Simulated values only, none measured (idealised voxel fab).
process module | voxel self aligned vias
cross-section cut | 280 nm wide | cells 5 nm
A cross-section is a grid of square cells, given in bands from the top down. A band is one or more rows of cells.
Each band's line starts with the height of the band's top and of its bottom, in nm. Then come its materials from left to right, each with its width in nm. One material with "throughout" fills the band from edge to edge. "air" is empty space.
Height 0 is the level under which the wafer as received is all one material. The lowest band goes on downwards, as in "0 down".
A width such as "30 to 40" changes by the same amount from each row of cells to the next, from the band's top row to its bottom row.
"no change" after a step means that no cell of the cross-section changed.
closed voids: empty space of 8 cells or more with no open way to the top, each as width x height at its distance from the left edge, in nm
after a step's settings: what the simulator itself notes on the step
overlay nm, on a step with a mask: how far to the right of its planned place the mask lay; to the left if negative
plan
1 op RECEIVE | material Si
2 op CONFORMAL_DEP | material SiO2 | thk nm 10
3 op CONFORMAL_DEP | material SiCN | thk nm 5
4 op DIRECTIONAL_DEP | material SiO2 | thk nm 25
5 op PATTERN | tone open | mask id LINES | material resist | width nm 25 | pitch nm 60 | thk nm 20 | overlay nm 0
6 op DIRECTIONAL_ETCH | etch materials SiO2 | depth nm 25
7 op STRIP | etch materials resist
8 op CONFORMAL_DEP | material TiN | thk nm 5
9 op FILL_DEP | material Ru | thk nm 10
10 op CMP | height nm 40
11 op SELECTIVE_ETCH | etch materials W Ru TiN | depth nm 10
12 op FILL_DEP | material SiN | thk nm 5
13 op CMP | height nm 40
14 op DIRECTIONAL_DEP | material SiO2 | thk nm 20
15 op MASKED_ETCH | tone open | mask id VIAS | width nm 35 | pitch nm 60 | etch materials SiO2 | depth nm 20 | overlay nm 0
16 op MASKED_ETCH | tone open | mask id VIAS | width nm 35 | pitch nm 60 | etch materials SiN | depth nm 10 | overlay nm 0
17 op CONFORMAL_DEP | material TiN | thk nm 5
18 op FILL_DEP | material Ru | thk nm 5
19 op CMP | height nm 60
20 op CONFORMAL_DEP | material SiCN | thk nm 5
as received, after step 1
  0 down: Si throughout
  closed voids: none
a wafer at the end: this start, this plan, one mistake
  65 to 60: SiCN throughout
  60 to 35: SiO2 90 | TiN 5 | Ru 25 | TiN 5 | SiO2 25 | TiN 5 | Ru 25 | TiN 5 | SiO2 95
  35 to 30: SiO2 90 | TiN 35 | SiO2 25 | TiN 35 | SiO2 95
  30 to 20: SiO2 90 | TiN 10 | Ru 15 | TiN 10 | SiO2 25 | TiN 10 | Ru 15 | TiN 10 | SiO2 95
  20 to 15: SiO2 95 | TiN 25 | SiO2 35 | TiN 25 | SiO2 100
  15 to 10: SiCN throughout
  10 to 0: SiO2 throughout
  0 down: Si throughout
  closed voids: none
what went wrong: step 15 was run twice
